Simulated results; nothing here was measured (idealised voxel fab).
Process module heading - voxel gate over fins
225 nm wide, 5 nm square cells: that's cross-section cut.
This document writes a cross-section as a grid whose cells are square, and gives it as bands, listed from the top down; one or more rows of cells form a band.
Look at the band entry: it leads with the top's height and the bottom's height in nm. Then it lists the materials left to right, with a width in nm for each. The word "all across" on a single material says that material fills the band edge to edge. The word "air" is empty space.
Height datum 0, below which the as-received substrate wafer is one material. Lowest band open at the bottom, running downward: "top 0, no bottom".
Quick explanation for "30->40": the width changes in equal steps down the rows of cells, from the first number in the band's top row to the second number in its bottom row.
Take "identical to before" at face value: in the step it is given for, the cross-section changed in none of its cells.
"Trapped cavities" enumerates empty spaces isolated from the top, with no open way to it, that contain at least 8 cells, giving each as width x height at distance from the left edge, all three in nm.
Note: text after step settings on the step line = simulator remark on that step.
Each step line may optionally specify "overlay nm", which for a step with a mask gives the rightward distance between the mask's planned place and where it lay, a negative value indicating the leftward direction.
# Set out below are the planned steps of the process
| 1 | RECEIVE [material Si] |
| 2 | CONFORMAL_DEP [material SiN] [thk nm 5] |
| 3 | PATTERN [tone cover] [mask id FINS] [material resist] [width nm 15] [pitch nm 40] [thk nm 15] [overlay nm 0] |
| 4 | DIRECTIONAL_ETCH [etch materials SiN] [depth nm 5] |
| 5 | DIRECTIONAL_ETCH [etch materials Si] [depth nm 40] |
| 6 | STRIP [etch materials resist] |
| 7 | OXIDIZE [depth nm 5] |
| 8 | FILL_DEP [material SiO2] [thk nm 10] |
| 9 | CMP [height nm 5] |
| 10 | SELECTIVE_ETCH [etch materials SiO2] [depth nm 15] |
| 11 | STRIP [etch materials SiN] |
| 12 | CONFORMAL_DEP [material HfO2] [thk nm 5] |
| 13 | CONFORMAL_DEP [material TiN] [thk nm 5] |
| 14 | FILL_DEP [material W] [thk nm 15] |
| 15 | CMP [height nm 20] |
| 16 | CONFORMAL_DEP [material SiCN] [thk nm 5] |
Across this set of wafers, the varied parameter is the width nm of step 3. Starting conditions are identical for every wafer, and the plan reports the value assigned to the first wafer.
# The first of several wafers as received, shown in cross-section; this is its state after step 1
    top 0, no bottom  Si all across
    Trapped cavities: none
# Rows = wafers. At module end, each row lists per material the cells gained (+) or lost (-) since the wafer was received, then the closed voids
width nm 15; +61 HfO2; -369 Si; +45 SiCN; +287 SiO2; +61 TiN; +140 W; Trapped cavities: none
width nm 20; +61 HfO2; -333 Si; +45 SiCN; +259 SiO2; +61 TiN; +132 W; Trapped cavities: none
width nm 25; +61 HfO2; -297 Si; +45 SiCN; +231 SiO2; +61 TiN; +124 W; Trapped cavities: none
